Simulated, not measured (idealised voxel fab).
Documented hereafter: the process module known as voxel double patterning.
Section cut is 295 nm wide and gridded with 5 nm square cells.
Cross-section layout: square cells on a grid; listed as bands, top to bottom; a band spans one or more cell rows.
It is stipulated that each band's entry specify, in nanometres, the height of the top of the band and then that of its bottom, followed by the materials of the band in left-to-right sequence, each together with its width in nanometres. A single material marked by the word "edge to edge" is understood to fill the band from edge to edge; the word "blank" is understood to denote empty space.
Zero point of the height axis is 0; under it, received wafer = one material. Lowest band: continues down indefinitely, "top 0, no bottom".
Note: "30 to 40" means the width goes from the first number (top row of the band) to the second number (bottom row) in equal steps per row of cells.
Given "remained the same" for a step, no cell of the cross-section differs between before and after that step.
"Closed void list" lists enclosed empty spaces (at least 8 cells, no open path upward to the top), each as width x height at distance from the left edge, in nm.
Step line, after settings: the simulator's comment on this step.
When a step includes a mask, the "overlay nm" setting on its line states how far to the right of its planned place that mask lay, and negative values state how far to the left.

THE FOLLOWING LIST GIVES THE PLANNED PROCESS STEPS
step 1: RECEIVE (material Si)
step 2: CONFORMAL_DEP (material SiN; thk nm 10)
step 3: DIRECTIONAL_DEP (material SiO2; thk nm 10)
step 4: DIRECTIONAL_DEP (material SiCN; thk nm 10)
step 5: PATTERN (tone open; mask id FIRST; material resist; width nm 15; pitch nm 50; thk nm 15; overlay nm 0)
step 6: DIRECTIONAL_ETCH (etch materials SiCN; depth nm 10)
step 7: STRIP (etch materials resist)
step 8: DIRECTIONAL_DEP (material aC; thk nm 15)
step 9: PATTERN (tone open; mask id SECOND; material resist; width nm 15; thk nm 35; overlay nm 0)
step 10: DIRECTIONAL_ETCH (etch materials aC; depth nm 15)
step 11: STRIP (etch materials resist)
step 12: DIRECTIONAL_ETCH (etch materials SiCN; depth nm 10)
step 13: STRIP (etch materials aC)
step 14: DIRECTIONAL_ETCH (etch materials SiO2; depth nm 20)
step 15: STRIP (etch materials SiCN)
All wafers enter the flow in the same state. The thk nm at step 3 differs from wafer to wafer, and the plan gives the value for the first wafer.

THE FIRST OF SEVERAL WAFERS AS RECEIVED, SHOWN IN CROSS-SECTION; THIS IS ITS STATE AFTER STEP 1
    top 0, no bottom  Si edge to edge
    Closed void list: none

TAKE ANY ROW AND YOU HAVE A WAFER AT THE END OF THE MODULE: HOW MANY CELLS OF EACH MATERIAL IT HAS GAINED (+) OR LOST (-) SINCE IT WAS RECEIVED, AND THEN ITS CLOSED VOIDS
thk nm 10, +118 SiN, +100 SiO2, Closed void list: none
thk nm 15, +118 SiN, +150 SiO2, Closed void list: none
thk nm 20, +118 SiN, +200 SiO2, Closed void list: none
thk nm 25, +118 SiN, +259 SiO2, Closed void list: none
thk nm 30, +118 SiN, +318 SiO2, Closed void list: none
thk nm 35, +118 SiN, +377 SiO2, Closed void list: none
